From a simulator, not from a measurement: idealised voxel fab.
process module | voxel tone inversion
cross-section cut | 270 nm wide | cells 5 nm
A cross-section is a grid of square cells, given in bands from the top down. A band is one or more rows of cells.
Each band's line starts with the height of the band's top and of its bottom, in nm. Then come its materials from left to right, each with its width in nm. One material with "throughout" fills the band from edge to edge. "air" is empty space.
Height 0 is the level under which the wafer as received is all one material. The lowest band goes on downwards, as in "0 down".
A width such as "30 to 40" changes by the same amount from each row of cells to the next, from the band's top row to its bottom row.
"no change" after a step means that no cell of the cross-section changed.
closed voids: empty space of 8 cells or more with no open way to the top, each as width x height at its distance from the left edge, in nm
after a step's settings: what the simulator itself notes on the step
overlay nm, on a step with a mask: how far to the right of its planned place the mask lay; to the left if negative
plan
1 op RECEIVE | material Si
2 op CONFORMAL_DEP | material SiN | thk nm 10
3 op DIRECTIONAL_DEP | material polySi | thk nm 15
4 op PATTERN | tone cover | mask id POSTS | material resist | width nm 20 | pitch nm 40 | thk nm 25 | overlay nm 0
5 op DIRECTIONAL_ETCH | etch materials polySi | depth nm 15
6 op STRIP | etch materials resist
7 op FILL_DEP | material lowk | thk nm 5
8 op CMP | height nm 25
9 op STRIP | etch materials polySi
10 op CONFORMAL_DEP | material TiN | thk nm 5
11 op FILL_DEP | material Ru | thk nm 10
12 op CMP | height nm 25
13 op CONFORMAL_DEP | material SiCN | thk nm 5
as received, after step 1
  0 down: Si throughout
  closed voids: none
a wafer at the end: this start, this plan, one mistake
  30 to 25: SiCN throughout
  25 to 15: SiN throughout
  15 to 0: polySi throughout
  0 down: Si throughout
  closed voids: none
what went wrong: steps 2 and 3 were swapped
